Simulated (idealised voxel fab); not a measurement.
Herein follows the process module entitled voxel ribs on slabs.
For reference, the cross-section in this document is cut, with width 195 nm and square cells of 5 nm.
Cross-section layout: square cells on a grid; listed as bands, top to bottom; a band spans one or more cell rows. Read a band's entry like this: the first values are the height of its top and the height of its bottom in nm, and what follows is the sequence of materials from left to right, each with its width in nm. Note that "blank" is empty space, and that a single material marked "everywhere" reaches across the band from edge to edge. All heights in this document are referenced to 0, defined as the level beneath which the wafer, as received, consists entirely of one material. The lowest band is not bounded below; it extends indefinitely downward and is written in the form "0 and below". Top row gets the first number, bottom row gets the second, and each row in between changes by the same step: that is how a band width like "30->40" works. For the purposes of this document, the phrase "no modifications" attached to a step denotes that no cell within the cross-section was modified by that step. Enclosed internal voids: empty space of 8 cells or more with no open way to the top, each as width x height at its distance from the left edge, in nm. That trailing text on a step's line, after the settings, is the simulator's own remark on the step. Steps that use a mask can have "overlay nm" on their line. It says how far the mask sat to the right of where it was meant to be. Negative means to the left.
# The following list gives the planned process steps
- 1: RECEIVE: material Si
- 2: DIRECTIONAL_DEP: material SiO2, thk nm 25
- 3: DIRECTIONAL_DEP: material polySi, thk nm 15
- 4: DIRECTIONAL_DEP: material aC, thk nm 15
- 5: PATTERN: tone cover, mask id RIB, material resist, width nm 15, thk nm 35, overlay nm 0
- 6: DIRECTIONAL_ETCH: etch materials aC, depth nm 15
- 7: STRIP: etch materials resist
- 8: DIRECTIONAL_ETCH: etch materials polySi, depth nm 10
- 9: STRIP: etch materials aC
- 10: MASKED_ETCH: tone cover, mask id SLAB, width nm 45, etch materials polySi, depth nm 5, overlay nm 0
- 11: FILL_DEP: material SiO2, thk nm 20
- 12: CMP: height nm 50
- 13: DIRECTIONAL_DEP: material W, thk nm 5
- 14: PATTERN: tone cover, mask id HEATER, material resist, width nm 25, thk nm 15, overlay nm 0
- 15: DIRECTIONAL_ETCH: etch materials W, depth nm 5
- 16: STRIP: etch materials resist
- 17: CONFORMAL_DEP: material SiN, thk nm 5
# This is the cross-section of the wafer as we received it, i.e. after step 1
- 0 and below | Si everywhere
- Enclosed internal voids: none
# End-of-module XS, first of two wafers, run as planned
- 60 down to 55 | 80 blank | 35 SiN | 80 blank
- 55 down to 50 | 85 SiN | 25 W | 85 SiN
- 50 down to 40 | SiO2 everywhere
- 40 down to 30 | 90 SiO2 | 15 polySi | 90 SiO2
- 30 down to 25 | 75 SiO2 | 45 polySi | 75 SiO2
- 25 down to 0 | SiO2 everywhere
- 0 and below | Si everywhere
- Enclosed internal voids: none
# Same start, same plan as the first wafer - but one mistake in the run. Cross-section of the second of the two at the end of the module
- 60 down to 55 | 80 blank | 35 SiN | 80 blank
- 55 down to 50 | 85 SiN | 25 W | 85 SiN
- 50 down to 40 | SiO2 everywhere
- 40 down to 30 | 90 SiO2 | 15 polySi | 90 SiO2
- 30 down to 25 | 75 SiO2 | 45 polySi | 75 SiO2
- 25 down to 0 | aC everywhere
- 0 and below | Si everywhere
- Enclosed internal voids: none
Processing error: step 2 changed vs plan, executed as DIRECTIONAL_DEP: material aC, thk nm 25
The closing comparison, in cells, has the second wafer with more or fewer of some materials than the first: SiO2: 195 fewer, aC: 195 more
